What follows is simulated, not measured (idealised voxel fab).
Process module name: voxel spacer lines
190 nm wide, 5 nm square cells: that's cross-section cut.
This document writes a cross-section as a grid whose cells are square, and gives it as bands, listed from the top down; one or more rows of cells form a band.
A band entry consists of two parts. The first gives the height of the band's top and the height of its bottom, in nm. The rest lists the band's materials from left to right, each with its width in nm. A single material labelled with the word "everywhere" fills the band from edge to edge, and the word "blank" marks empty space.
Heights are measured from 0, the level below which the as-received wafer is all one material; the lowest band has no bottom and continues downward, written as in "0 and below".
Top row gets the first number, bottom row gets the second, and each row in between changes by the same step: that is how a band width like "30->40" works.
Take "no change" at face value: in the step it is given for, the cross-section changed in none of its cells.
The entry titled "Trapped cavities" provides the empty spaces that have no open way to the top, restricted to those of 8 cells or more. Each is presented as width x height at distance, the distance being measured from the left edge, with all three in nm.
It should be noted that, on the line of a given step, the content following the step's settings is a remark produced by the simulator itself with respect to that step.
overlay nm, on a step with a mask: how far to the right of its planned place the mask lay; to the left if negative
## plan
1,RECEIVE | material Si
2,CONFORMAL_DEP | material Al2O3 | thk nm 10
3,DIRECTIONAL_DEP | material TiN | thk nm 10
4,DIRECTIONAL_DEP | material aC | thk nm 30
5,PATTERN | tone cover | mask id MANDREL | material resist | width nm 15 | pitch nm 50 | thk nm 40 | overlay nm 0
6,DIRECTIONAL_ETCH | etch materials aC | depth nm 30
7,STRIP | etch materials resist
8,CONFORMAL_DEP | material SiN | thk nm 10
9,DIRECTIONAL_ETCH | etch materials SiN | depth nm 10
10,STRIP | etch materials aC
11,DIRECTIONAL_ETCH | etch materials TiN | depth nm 10
12,STRIP | etch materials SiN
## What follows covers the first of two wafers; it ran as planned
## Cross-sectional view of the wafer in its as-received condition, corresponding to the state after step 1
    0 and below = Si everywhere
    Trapped cavities: none
## Upon completion of step 2, the wafer appears in cross-section as shown
    10 down to 0 = Al2O3 everywhere
    Unchanged below 0.
## Upon completion of step 3, the wafer appears in cross-section as shown
    20 down to 10 = TiN everywhere
    Unchanged below 10.
## Upon completion of step 4, the wafer appears in cross-section as shown
    50 down to 20 = aC everywhere
    Unchanged below 20.
## Upon completion of step 5, the wafer appears in cross-section as shown
    90 down to 50 = 60 nm blank | 15 nm resist | 35 nm blank | 15 nm resist | 65 nm blank
    Unchanged below 50.
## Upon completion of step 6, the wafer appears in cross-section as shown
    60 down to 50 = 60 nm blank | 15 nm resist | 35 nm blank | 15 nm resist | 65 nm blank
    50 down to 20 = 60 nm blank | 15 nm aC | 35 nm blank | 15 nm aC | 65 nm blank
    Unchanged below 20.
## Upon completion of step 7, the wafer appears in cross-section as shown
    50 down to 20 = 60 nm blank | 15 nm aC | 35 nm blank | 15 nm aC | 65 nm blank
    Unchanged below 20.
## Upon completion of step 8, the wafer appears in cross-section as shown
    60 down to 50 = 50 nm blank | 35 nm SiN | 15 nm blank | 35 nm SiN | 55 nm blank
    50 down to 30 = 50 nm blank | 10 nm SiN | 15 nm aC | 10 nm SiN | 15 nm blank | 10 nm SiN | 15 nm aC | 10 nm SiN | 55 nm blank
    30 down to 20 = 60 nm SiN | 15 nm aC | 35 nm SiN | 15 nm aC | 65 nm SiN
    Unchanged below 20.
## Upon completion of step 9, the wafer appears in cross-section as shown
    50 down to 20 = 50 nm blank | 10 nm SiN | 15 nm aC | 10 nm SiN | 15 nm blank | 10 nm SiN | 15 nm aC | 10 nm SiN | 55 nm blank
    Unchanged below 20.
## Upon completion of step 10, the wafer appears in cross-section as shown
    50 down to 20 = 50 nm blank | 10 nm SiN | 15 nm blank | 10 nm SiN | 15 nm blank | 10 nm SiN | 15 nm blank | 10 nm SiN | 55 nm blank
    Unchanged below 20.
## Upon completion of step 11, the wafer appears in cross-section as shown
    50 down to 20 = 50 nm blank | 10 nm SiN | 15 nm blank | 10 nm SiN | 15 nm blank | 10 nm SiN | 15 nm blank | 10 nm SiN | 55 nm blank
    20 down to 10 = 50 nm blank | 10 nm TiN | 15 nm blank | 10 nm TiN | 15 nm blank | 10 nm TiN | 15 nm blank | 10 nm TiN | 55 nm blank
    Unchanged below 10.
## Upon completion of step 12, the wafer appears in cross-section as shown
    20 down to 10 = 50 nm blank | 10 nm TiN | 15 nm blank | 10 nm TiN | 15 nm blank | 10 nm TiN | 15 nm blank | 10 nm TiN | 55 nm blank
    Unchanged below 10.
## second wafer: like start, like plan, one mistake. Through step 10 it matches the first wafer
## Second wafer, section view, time point: scheduled end of step 11
    50 down to 20 = 50 nm blank | 10 nm SiN | 15 nm blank | 10 nm SiN | 15 nm blank | 10 nm SiN | 15 nm blank | 10 nm SiN | 55 nm blank
    20 down to 10 = 50 nm blank | 10 nm TiN | 15 nm blank | 10 nm TiN | 15 nm blank | 10 nm TiN | 15 nm blank | 10 nm TiN | 55 nm blank
    Unchanged below 10.
## Second wafer, section view, time point: scheduled end of step 12
    20 down to 10 = 50 nm blank | 10 nm TiN | 15 nm blank | 10 nm TiN | 15 nm blank | 10 nm TiN | 15 nm blank | 10 nm TiN | 55 nm blank
    Unchanged below 10.
What was done differently from what was planned? twice over, step 11 of the plan was run
at the end the two cross-sections are the same: no effect in what this model computes
